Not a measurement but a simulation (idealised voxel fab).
process module | voxel released beams
cross-section cut | 230 nm wide | cells 5 nm
A cross-section is a grid of square cells, given in bands from the top down. A band is one or more rows of cells.
Each band's line starts with the height of the band's top and of its bottom, in nm. Then come its materials from left to right, each with its width in nm. One material with "throughout" fills the band from edge to edge. "air" is empty space.
Height 0 is the level under which the wafer as received is all one material. The lowest band goes on downwards, as in "0 down".
A width such as "30 to 40" changes by the same amount from each row of cells to the next, from the band's top row to its bottom row.
"no change" after a step means that no cell of the cross-section changed.
closed voids: empty space of 8 cells or more with no open way to the top, each as width x height at its distance from the left edge, in nm
after a step's settings: what the simulator itself notes on the step
overlay nm, on a step with a mask: how far to the right of its planned place the mask lay; to the left if negative
plan
1 op RECEIVE | material Si
2 op CONFORMAL_DEP | material SiN | thk nm 10
3 op DIRECTIONAL_DEP | material SiO2 | thk nm 10
4 op PATTERN | tone open | mask id ANCHOR | material resist | width nm 40 | thk nm 15 | overlay nm 0
5 op DIRECTIONAL_ETCH | etch materials SiO2 | depth nm 10
6 op STRIP | etch materials resist
7 op CONFORMAL_DEP | material polySi | thk nm 15
8 op MASKED_ETCH | tone cover | mask id BEAM | width nm 100 | etch materials polySi | depth nm 15 | overlay nm 0
9 op STRIP | etch materials SiO2
as received, after step 1
  0 down: Si throughout
  closed voids: none
a wafer at the end: this start, this plan, one mistake
  35 to 25: air 60 | polySi 15 | air 20 | polySi 65 | air 70
  25 to 20: air 60 | polySi 100 | air 70
  20 to 10: air 60 | polySi 50 | air 120
  10 to 0: SiN throughout
  0 down: Si throughout
  closed voids: none
what went wrong: step 4 ran as: op PATTERN | tone open | mask id ANCHOR | material resist | width nm 50 | thk nm 15 | overlay nm 0
